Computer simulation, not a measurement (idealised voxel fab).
process module | voxel gate over fins
cross-section cut | 175 nm wide | cells 5 nm
A cross-section is a grid of square cells, given in bands from the top down. A band is one or more rows of cells.
Each band's line starts with the height of the band's top and of its bottom, in nm. Then come its materials from left to right, each with its width in nm. One material with "throughout" fills the band from edge to edge. "air" is empty space.
Height 0 is the level under which the wafer as received is all one material. The lowest band goes on downwards, as in "0 down".
A width such as "30 to 40" changes by the same amount from each row of cells to the next, from the band's top row to its bottom row.
"no change" after a step means that no cell of the cross-section changed.
closed voids: empty space of 8 cells or more with no open way to the top, each as width x height at its distance from the left edge, in nm
after a step's settings: what the simulator itself notes on the step
overlay nm, on a step with a mask: how far to the right of its planned place the mask lay; to the left if negative
plan
1 op RECEIVE | material Si
2 op CONFORMAL_DEP | material SiN | thk nm 10
3 op MASKED_ETCH | tone cover | mask id FINS | width nm 15 | pitch nm 45 | etch materials SiN | depth nm 10 | overlay nm 0
4 op MASKED_ETCH | tone cover | mask id FINS | width nm 15 | pitch nm 45 | etch materials Si | depth nm 30 | overlay nm 0
5 op OXIDIZE | depth nm 5
6 op FILL_DEP | material SiO2 | thk nm 5
7 op CMP | height nm 10
8 op SELECTIVE_ETCH | etch materials SiO2 | depth nm 20
9 op STRIP | etch materials SiN
10 op CONFORMAL_DEP | material HfO2 | thk nm 5
11 op CONFORMAL_DEP | material TiN | thk nm 5
12 op CONFORMAL_DEP | material TiAl | thk nm 5
13 op CONFORMAL_DEP | material TiN | thk nm 5
14 op FILL_DEP | material W | thk nm 10
15 op CMP | height nm 25
16 op CONFORMAL_DEP | material SiCN | thk nm 5
as received, after step 1
  0 down: Si throughout
  closed voids: none
a wafer at the end: this start, this plan, one mistake
  30 to 25: SiCN throughout
  25 to 20: W throughout
  20 to 15: W 20 | TiN 135 | W 20
  15 to 10: W 20 | TiN 5 | TiAl 35 | TiN 10 | TiAl 35 | TiN 10 | TiAl 35 | TiN 5 | W 20
  10 to 5: TiN 25 | TiAl 5 | HfO2 25 | TiAl 5 | TiN 10 | TiAl 5 | HfO2 25 | TiAl 5 | TiN 10 | TiAl 5 | HfO2 25 | TiAl 5 | TiN 25
  5 to 0: TiAl 30 | HfO2 5 | TiN 15 | HfO2 5 | TiAl 20 | HfO2 5 | TiN 15 | HfO2 5 | TiAl 20 | HfO2 5 | TiN 15 | HfO2 5 | TiAl 30
  0 to -5: HfO2 35 | TiN 5 | Si 5 | TiN 5 | HfO2 30 | TiN 5 | Si 5 | TiN 5 | HfO2 30 | TiN 5 | Si 5 | TiN 5 | HfO2 35
  -5 to -10: TiN 40 | Si 5 | TiN 40 | Si 5 | TiN 40 | Si 5 | TiN 40
  -10 to -35: SiO2 40 | Si 5 | SiO2 40 | Si 5 | SiO2 40 | Si 5 | SiO2 40
  -35 down: Si throughout
  closed voids: none
what went wrong: steps 10 and 11 were swapped
